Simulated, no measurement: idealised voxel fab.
Process module in this document: voxel gate over fins
295 nm wide, 5 nm square cells: that's cross-section cut.
Cross-section, as written here: a square-cell grid given band by band from the top down, where a band holds one or more rows of cells.
Quick guide to a band line: top height, bottom height (nm) up front; then every material left to right with its width in nm. Only one material and it's marked "all across"? Then it fills the band edge to edge. And "air" just means empty space.
Zero point of the height axis is 0; under it, received wafer = one material. Lowest band: continues down indefinitely, "0 and below".
Width: "30->40" (first number = top row, second number = bottom row, same change from row to row of cells).
When a step is marked "no alteration", none of the cells in the cross-section changed during that step.
Reported under the label "Closed void table" are the empty spaces having no open way to the top and comprising 8 cells or more; the notation for each is width x height at distance, in which the distance is measured from the left edge and all three values are in nm.
Step line, after settings: the simulator's comment on this step.
overlay nm: step with mask; distance mask lay right of planned place; negative value = left of planned place.

-- Planned step list for the process
1,RECEIVE with material Si
2,CONFORMAL_DEP with material SiN, thk nm 10
3,PATTERN with tone cover, mask id FINS, material resist, width nm 15, pitch nm 45, thk nm 15, overlay nm 0
4,DIRECTIONAL_ETCH with etch materials SiN, depth nm 10
5,DIRECTIONAL_ETCH with etch materials Si, depth nm 40
6,STRIP with etch materials resist
7,OXIDIZE with depth nm 5
8,FILL_DEP with material SiO2, thk nm 15
9,CMP with height nm 10
10,SELECTIVE_ETCH with etch materials SiO2, depth nm 25
11,STRIP with etch materials SiN
12,CONFORMAL_DEP with material HfO2, thk nm 5
13,CONFORMAL_DEP with material TiN, thk nm 5
14,CONFORMAL_DEP with material TiAl, thk nm 5
15,CONFORMAL_DEP with material TiN, thk nm 5
16,FILL_DEP with material W, thk nm 15
17,CMP with height nm 30
18,CONFORMAL_DEP with material SiCN, thk nm 5

-- Step 1 complete: cross-section of the wafer as received
	0 and below  Si all across
	Closed void table: none

-- Below is the wafer in cross-section after the module was completed. It began from the starting point shown above and followed the plan shown above, except that one mistake was made while running it
	35 down to 30  SiCN all across
	30 down to 20  W all across
	20 down to 15  W (45), TiN (180), W (70)
	15 down to 10  W (45), TiN (5), TiAl (35), TiN (10), TiAl (35), TiN (10), TiAl (35), TiN (10), TiAl (35), TiN (5), W (70)
	10 down to 5  W (45), TiN (5), TiAl (5), TiN (25), TiAl (5), TiN (10), TiAl (5), TiN (25), TiAl (5), TiN (10), TiAl (5), TiN (25), TiAl (5), TiN (10), TiAl (5), TiN (25), TiAl (5), TiN (5), W (70)
	5 down to 0  TiN (50), TiAl (5), TiN (5), HfO2 (15), TiN (5), TiAl (5), TiN (10), TiAl (5), TiN (5), HfO2 (15), TiN (5), TiAl (5), TiN (10), TiAl (5), TiN (5), HfO2 (15), TiN (5), TiAl (5), TiN (10), TiAl (5), TiN (5), HfO2 (15), TiN (5), TiAl (5), TiN (75)
	0 down to -5  TiAl (55), TiN (5), HfO2 (5), Si (5), HfO2 (5), TiN (5), TiAl (20), TiN (5), HfO2 (5), Si (5), HfO2 (5), TiN (5), TiAl (20), TiN (5), HfO2 (5), Si (5), HfO2 (5), TiN (5), TiAl (20), TiN (5), HfO2 (5), Si (5), HfO2 (5), TiN (5), TiAl (80)
	-5 down to -10  TiN (60), HfO2 (5), Si (5), HfO2 (5), TiN (30), HfO2 (5), Si (5), HfO2 (5), TiN (30), HfO2 (5), Si (5), HfO2 (5), TiN (30), HfO2 (5), Si (5), HfO2 (5), TiN (85)
	-10 down to -15  HfO2 (65), Si (5), HfO2 (40), Si (5), HfO2 (40), Si (5), HfO2 (40), Si (5), HfO2 (90)
	-15 down to -45  SiO2 (65), Si (5), SiO2 (40), Si (5), SiO2 (40), Si (5), SiO2 (40), Si (5), SiO2 (90)
	-45 and below  Si all across
	Closed void table: none
Which mistake was made when the wafer was run? step 3 ran with different settings than intended, the actual operation and settings being PATTERN with tone cover, mask id FINS, material resist, width nm 15, pitch nm 45, thk nm 15, overlay nm -10
